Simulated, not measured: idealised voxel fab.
Process module in this document: voxel transistor to metal
Cross-section cut spans 215 nm and uses square cells 5 nm in size.
Cross-sections here: square-cell grids, written as top-down lists of bands, a band being one or more rows of cells. Look at the band entry: it leads with the top's height and the bottom's height in nm. Then it lists the materials left to right, with a width in nm for each. The word "everywhere" on a single material says that material fills the band edge to edge. The word "empty" is empty space. Beneath 0, the wafer as received is one material, and that level is where height counting begins. The lowest band goes on downward without a bottom; it is written like "0 and below". Per-row width for "30 to 40": begins at first number (top row of band), ends at second number (bottom row), increment between rows held constant. Where the words "no modifications" appear for a step, the cross-section shows no cell changed by that step; every cell remained as before. Under "Enclosed void catalog" you'll find the enclosed gaps, the ones with no way out to the top, that are 8 cells or bigger; each reads width x height at distance, with distance counted from the left edge, everything in nm. Read whatever lies past the settings on a step's line as the simulator's own remark about the step. "overlay nm" answers the question of how far to the right of plan the mask lay on a step that has a mask, and when it is negative the answer is to the left.

# Intended process steps
1: RECEIVE | material Si
2: CONFORMAL_DEP | material SiO2 | thk nm 5
3: CONFORMAL_DEP | material SiN | thk nm 15
4: MASKED_ETCH | tone cover | mask id ACTIVE | width nm 110 | etch materials SiN | depth nm 15 | overlay nm 0
5: MASKED_ETCH | tone cover | mask id ACTIVE | width nm 110 | etch materials SiO2 | depth nm 5 | overlay nm 0
6: MASKED_ETCH | tone cover | mask id ACTIVE | width nm 110 | etch materials Si | depth nm 25 | overlay nm 0
7: OXIDIZE | depth nm 5
8: FILL_DEP | material SiO2 | thk nm 15
9: CMP | height nm 20
10: SELECTIVE_ETCH | etch materials SiO2 | depth nm 15
11: STRIP | etch materials SiN
12: SELECTIVE_ETCH | etch materials SiO2 | depth nm 5
13: OXIDIZE | depth nm 5
14: DIRECTIONAL_DEP | material polySi | thk nm 30
15: DIRECTIONAL_DEP | material SiCN | thk nm 15
16: DIRECTIONAL_DEP | material aC | thk nm 15
17: PATTERN | tone cover | mask id GATE | material resist | width nm 30 | thk nm 30 | overlay nm 0
18: DIRECTIONAL_ETCH | etch materials aC | depth nm 15
19: STRIP | etch materials resist
20: DIRECTIONAL_ETCH | etch materials SiCN | depth nm 25
21: DIRECTIONAL_ETCH | etch materials polySi | depth nm 40
22: STRIP | etch materials aC
23: CONFORMAL_DEP | material SiO2 | thk nm 5
24: DIRECTIONAL_ETCH | etch materials SiO2 | depth nm 5
25: CONFORMAL_DEP | material SiN | thk nm 5
26: DIRECTIONAL_ETCH | etch materials SiN | depth nm 5
27: DIRECTIONAL_ETCH | etch materials SiO2 | depth nm 5
28: DIRECTIONAL_ETCH | etch materials Si | depth nm 5
29: EPI | material pSi | thk nm 5
30: FILL_DEP | material SiO2 | thk nm 5
31: CMP | height nm 30
32: STRIP | etch materials polySi
33: SELECTIVE_ETCH | etch materials SiO2 | depth nm 5
34: CONFORMAL_DEP | material HfO2 | thk nm 5
35: CONFORMAL_DEP | material TiN | thk nm 5
36: FILL_DEP | material W | thk nm 5
37: CMP | height nm 25
38: DIRECTIONAL_DEP | material SiO2 | thk nm 15
39: DIRECTIONAL_DEP | material aC | thk nm 15
40: PATTERN | tone open | mask id CONTACT | material resist | width nm 20 | pitch nm 80 | thk nm 30 | overlay nm 0
41: DIRECTIONAL_ETCH | etch materials aC | depth nm 15
42: STRIP | etch materials resist
43: DIRECTIONAL_ETCH | etch materials SiO2 | depth nm 45
44: STRIP | etch materials aC
45: CONFORMAL_DEP | material TiN | thk nm 5
46: FILL_DEP | material W | thk nm 10
47: CMP | height nm 40
48: DIRECTIONAL_DEP | material TiN | thk nm 5
49: DIRECTIONAL_DEP | material Ru | thk nm 20
50: DIRECTIONAL_DEP | material aC | thk nm 10
51: PATTERN | tone cover | mask id METAL_1 | material resist | width nm 20 | pitch nm 80 | thk nm 25 | overlay nm 0
52: DIRECTIONAL_ETCH | etch materials aC | depth nm 10
53: STRIP | etch materials resist
54: DIRECTIONAL_ETCH | etch materials Ru | depth nm 20
55: DIRECTIONAL_ETCH | etch materials TiN | depth nm 5
56: STRIP | etch materials aC
57: CONFORMAL_DEP | material SiCN | thk nm 5
58: FILL_DEP | material SiO2 | thk nm 10
59: CMP | height nm 65
60: CONFORMAL_DEP | material SiCN | thk nm 5

# Cross-section of the incoming wafer, state after step 1
> 0 and below | Si everywhere
> Enclosed void catalog: none

# Cross-section taken at module completion on the first of two wafers; processed per the plan
> 70 down to 65 | SiCN everywhere
> 65 down to 45 | SiO2: 50, SiCN: 5, Ru: 20, SiCN: 5, SiO2: 50, SiCN: 5, Ru: 20, SiCN: 5, SiO2: 55
> 45 down to 40 | SiCN: 55, TiN: 20, SiCN: 60, TiN: 20, SiCN: 60
> 40 down to 25 | SiO2: 55, TiN: 5, W: 10, TiN: 5, SiO2: 60, TiN: 5, W: 10, TiN: 5, SiO2: 60
> 25 down to 5 | SiO2: 55, TiN: 5, W: 10, TiN: 5, SiO2: 5, SiN: 5, HfO2: 5, TiN: 5, W: 20, TiN: 5, HfO2: 5, SiN: 5, SiO2: 5, TiN: 5, W: 10, TiN: 5, SiO2: 60
> 5 down to 0 | SiO2: 55, TiN: 5, W: 10, TiN: 5, SiO2: 5, SiN: 5, HfO2: 5, TiN: 30, HfO2: 5, SiN: 5, SiO2: 5, TiN: 5, W: 10, TiN: 5, SiO2: 60
> 0 down to -5 | SiO2: 55, TiN: 20, pSi: 5, SiO2: 5, HfO2: 40, SiO2: 5, pSi: 5, TiN: 20, SiO2: 60
> -5 down to -10 | SiO2: 55, pSi: 25, Si: 50, pSi: 25, SiO2: 60
> -10 down to -30 | SiO2: 55, Si: 100, SiO2: 60
> -30 and below | Si everywhere
> Enclosed void catalog: none

# Same start, same plan as the first wafer - but one mistake in the run. Cross-section of the second of the two at the end of the module
> 70 down to 65 | SiCN everywhere
> 65 down to 45 | SiO2: 50, SiCN: 5, Ru: 20, SiCN: 5, SiO2: 50, SiCN: 5, Ru: 20, SiCN: 5, SiO2: 55
> 45 down to 40 | SiCN: 55, TiN: 20, SiCN: 60, TiN: 20, SiCN: 60
> 40 down to 35 | W: 70, TiN: 25, W: 20, TiN: 25, W: 75
> 35 down to 30 | TiN: 75, HfO2: 15, TiN: 5, W: 20, TiN: 5, HfO2: 15, TiN: 80
> 30 down to 25 | HfO2: 80, SiN: 5, HfO2: 5, TiN: 5, W: 20, TiN: 5, HfO2: 5, SiN: 5, HfO2: 85
> 25 down to 5 | SiO2: 80, SiN: 5, HfO2: 5, TiN: 5, W: 20, TiN: 5, HfO2: 5, SiN: 5, SiO2: 85
> 5 down to 0 | SiO2: 80, SiN: 5, HfO2: 5, TiN: 30, HfO2: 5, SiN: 5, SiO2: 85
> 0 down to -5 | SiO2: 75, pSi: 5, SiO2: 5, HfO2: 40, SiO2: 5, pSi: 5, SiO2: 80
> -5 down to -10 | SiO2: 55, pSi: 25, Si: 50, pSi: 25, SiO2: 60
> -10 down to -30 | SiO2: 55, Si: 100, SiO2: 60
> -30 and below | Si everywhere
> Enclosed void catalog: none
What was done differently from what was planned? plan step 37 never ran because it was skipped
Heads up, by the end the second wafer has more or fewer cells of some materials compared to the first: +41 HfO2, +2 SiN, -57 SiO2, +5 TiN, +9 W
